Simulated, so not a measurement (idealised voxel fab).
process module | voxel fin reveal
cross-section cut | 195 nm wide | cells 5 nm
A cross-section is a grid of square cells, given in bands from the top down. A band is one or more rows of cells.
Each band's line starts with the height of the band's top and of its bottom, in nm. Then come its materials from left to right, each with its width in nm. One material with "throughout" fills the band from edge to edge. "air" is empty space.
Height 0 is the level under which the wafer as received is all one material. The lowest band goes on downwards, as in "0 down".
A width such as "30 to 40" changes by the same amount from each row of cells to the next, from the band's top row to its bottom row.
"no change" after a step means that no cell of the cross-section changed.
closed voids: empty space of 8 cells or more with no open way to the top, each as width x height at its distance from the left edge, in nm
after a step's settings: what the simulator itself notes on the step
overlay nm, on a step with a mask: how far to the right of its planned place the mask lay; to the left if negative
plan
1 op RECEIVE | material Si
2 op CONFORMAL_DEP | material SiN | thk nm 10
3 op PATTERN | tone cover | mask id FINS | material resist | width nm 15 | pitch nm 45 | thk nm 20 | overlay nm 0
4 op DIRECTIONAL_ETCH | etch materials SiN | depth nm 10
5 op DIRECTIONAL_ETCH | etch materials Si | depth nm 25
6 op STRIP | etch materials resist
7 op FILL_DEP | material SiO2 | thk nm 15
8 op CMP | height nm 10
9 op SELECTIVE_ETCH | etch materials SiO2 | depth nm 35
10 op STRIP | etch materials SiN
varied across the wafers: depth nm of step 5. The plan shows the first wafer's value. All wafers start alike
first wafer as received, after step 1
  0 down: Si throughout
  closed voids: none
first wafer at the end, after step 10
  0 to -25: air 20 | Si 15 | air 30 | Si 15 | air 30 | Si 15 | air 30 | Si 15 | air 25
  -25 down: Si throughout
  closed voids: none
last wafer at the end
  0 to -25: air 20 | Si 15 | air 30 | Si 15 | air 30 | Si 15 | air 30 | Si 15 | air 25
  -25 to -50: SiO2 20 | Si 15 | SiO2 30 | Si 15 | SiO2 30 | Si 15 | SiO2 30 | Si 15 | SiO2 25
  -50 down: Si throughout
  closed voids: none
each wafer at the end: cells of each material gained (+) or lost (-) since it was received, then its closed voids
depth nm 25 | -135 Si | closed voids: none
depth nm 30 | -162 Si | +27 SiO2 | closed voids: none
depth nm 35 | -189 Si | +54 SiO2 | closed voids: none
depth nm 40 | -216 Si | +81 SiO2 | closed voids: none
depth nm 45 | -243 Si | +108 SiO2 | closed voids: none
depth nm 50 | -270 Si | +135 SiO2 | closed voids: none
